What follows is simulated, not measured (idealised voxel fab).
Documented hereafter: the process module known as voxel capacitor over wiring.
The cross-section shown here is cut; it is 265 nm wide and divided into square cells measuring 5 nm on a side.
How to read a cross-section here: the picture is a grid of square cells, written as bands going from the top down, and any band can span one or more rows of cells. This entry defines a band. It first specifies the height of the band's top and the height of its bottom in nm, and then specifies the band's materials from left to right, stating each material with its width in nm. The word "everywhere" identifies a single material that fills the band from edge to edge, while the word "empty" identifies empty space. Heights are reckoned from 0. Under this level, the received wafer is all of one material. The bottommost band is open-ended downward, for example "0 nm and below". Width "30..40": first value at the band's top row of cells, second value at its bottom row, equal change from row to row. Step note "everything unchanged" = no cross-section cell changed. Any empty space of 8 cells or more lacking an open way to the top shows up in "Voids, fully enclosed" as width x height at distance, distance from the left edge, in nm. If you see something after the settings on a step's line, that's the simulator's own remark about that step. The line of a step may include "overlay nm". On a step with a mask, this value is how far to the right of its planned place the mask lay. A negative value means the mask lay to the left.
This section lists the process steps that were planned
- 1: RECEIVE, material Si
- 2: CONFORMAL_DEP, material SiO2, thk nm 15
- 3: CONFORMAL_DEP, material SiN, thk nm 5
- 4: DIRECTIONAL_DEP, material SiO2, thk nm 25
- 5: MASKED_ETCH, tone open, mask id METAL_1, width nm 30, pitch nm 90, etch materials SiO2, depth nm 25, overlay nm 0
- 6: MASKED_ETCH, tone open, mask id METAL_1, width nm 30, pitch nm 90, etch materials SiN, depth nm 5, overlay nm 0
- 7: CONFORMAL_DEP, material TiN, thk nm 5
- 8: FILL_DEP, material Cu, thk nm 10
- 9: CMP, height nm 45
- 10: CONFORMAL_DEP, material SiCN, thk nm 5
- 11: DIRECTIONAL_DEP, material SiO2, thk nm 5
- 12: PATTERN, tone open, mask id PLUG_1, material resist, width nm 15, thk nm 15, overlay nm 0
- 13: DIRECTIONAL_ETCH, etch materials SiO2, depth nm 15
- 14: DIRECTIONAL_ETCH, etch materials SiCN, depth nm 5
- 15: STRIP, etch materials resist
- 16: EPI, material Ru, thk nm 10
- 17: EPI, material Ru, thk nm 10
- 18: DIRECTIONAL_DEP, material TiN, thk nm 5
- 19: DIRECTIONAL_DEP, material HfO2, thk nm 5
- 20: DIRECTIONAL_DEP, material TiN, thk nm 10
- 21: PATTERN, tone cover, mask id UPPER_PLATE, material resist, width nm 65, thk nm 15, overlay nm 0
- 22: DIRECTIONAL_ETCH, etch materials TiN, depth nm 10
- 23: DIRECTIONAL_ETCH, etch materials HfO2, depth nm 5
- 24: STRIP, etch materials resist
- 25: PATTERN, tone cover, mask id LOWER_PLATE, material resist, width nm 75, thk nm 15, overlay nm 0
- 26: DIRECTIONAL_ETCH, etch materials TiN, depth nm 5
- 27: STRIP, etch materials resist
- 28: FILL_DEP, material SiO2, thk nm 15
- 29: CMP, height nm 95
- 30: PATTERN, tone open, mask id PLUG_2, material resist, width nm 15, thk nm 20, overlay nm 0
- 31: DIRECTIONAL_ETCH, etch materials SiO2, depth nm 10
- 32: STRIP, etch materials resist
- 33: CONFORMAL_DEP, material TiN, thk nm 5
- 34: FILL_DEP, material Cu, thk nm 10
- 35: CMP, height nm 95
- 36: CONFORMAL_DEP, material SiN, thk nm 5
All wafers enter the flow in the same state. The thk nm at step 11 differs from wafer to wafer, and the plan gives the value for the first wafer.
Cross-section of the first of several received wafers, showing its state after step 1
	0 nm and below | Si everywhere
	Voids, fully enclosed: none
At the end of the module, after its last step, step 36, the first of several wafers appears in cross-section as follows
	100 nm to 95 nm | SiN everywhere
	95 nm to 90 nm | SiO2 95, then TiN 5, then Cu 5, then TiN 5, then SiO2 155
	90 nm to 85 nm | SiO2 95, then TiN 15, then SiO2 155
	85 nm to 75 nm | SiO2 85, then TiN 25, then SiO2 155
	75 nm to 70 nm | SiO2 85, then HfO2 25, then TiN 40, then SiO2 115
	70 nm to 65 nm | SiO2 80, then TiN 70, then SiO2 115
	65 nm to 60 nm | SiO2 75, then Ru 35, then HfO2 40, then SiO2 115
	60 nm to 55 nm | SiO2 75, then Ru 35, then TiN 45, then SiO2 110
	55 nm to 50 nm | SiO2 85, then Ru 15, then SiO2 165
	50 nm to 45 nm | SiCN 85, then Ru 15, then SiCN 165
	45 nm to 20 nm | SiO2 70, then TiN 5, then Cu 20, then TiN 5, then SiO2 60, then TiN 5, then Cu 20, then TiN 5, then SiO2 75
	20 nm to 15 nm | SiN 70, then TiN 30, then SiN 60, then TiN 30, then SiN 75
	15 nm to 0 nm | SiO2 everywhere
	0 nm and below | Si everywhere
	Voids, fully enclosed: none
The last wafer as seen in cross-section at the end of the module
	100 nm to 95 nm | SiN everywhere
	95 nm to 90 nm | SiO2 95, then TiN 55, then SiO2 115
	90 nm to 85 nm | SiO2 95, then TiN 5, then HfO2 50, then SiO2 115
	85 nm to 75 nm | SiO2 80..85, then TiN 75..15, then SiO2 110..165
	75 nm to 70 nm | SiO2 85, then HfO2 15, then SiO2 165
	70 nm to 65 nm | SiO2 85, then TiN 15, then SiO2 165
	65 nm to 50 nm | SiO2 everywhere
	50 nm to 45 nm | SiCN everywhere
	45 nm to 20 nm | SiO2 70, then TiN 5, then Cu 20, then TiN 5, then SiO2 60, then TiN 5, then Cu 20, then TiN 5, then SiO2 75
	20 nm to 15 nm | SiN 70, then TiN 30, then SiN 60, then TiN 30, then SiN 75
	15 nm to 0 nm | SiO2 everywhere
	0 nm and below | Si everywhere
	Voids, fully enclosed: none
Per wafer (row), end of module: delta in cells per material since receipt, (+) for gained, (-) for lost; closed voids after that
thk nm 5; +41 Cu; +13 HfO2; +20 Ru; +50 SiCN; +94 SiN; +764 SiO2; +78 TiN; Voids, fully enclosed: none
thk nm 10; +41 Cu; +13 HfO2; +14 Ru; +50 SiCN; +94 SiN; +770 SiO2; +78 TiN; Voids, fully enclosed: none
thk nm 15; +41 Cu; +13 HfO2; +12 Ru; +50 SiCN; +94 SiN; +772 SiO2; +78 TiN; Voids, fully enclosed: none
thk nm 20; +40 Cu; +13 HfO2; +53 SiCN; +94 SiN; +783 SiO2; +77 TiN; Voids, fully enclosed: none
thk nm 25; +40 Cu; +13 HfO2; +53 SiCN; +94 SiN; +785 SiO2; +75 TiN; Voids, fully enclosed: none
thk nm 30; +40 Cu; +13 HfO2; +53 SiCN; +94 SiN; +795 SiO2; +65 TiN; Voids, fully enclosed: none
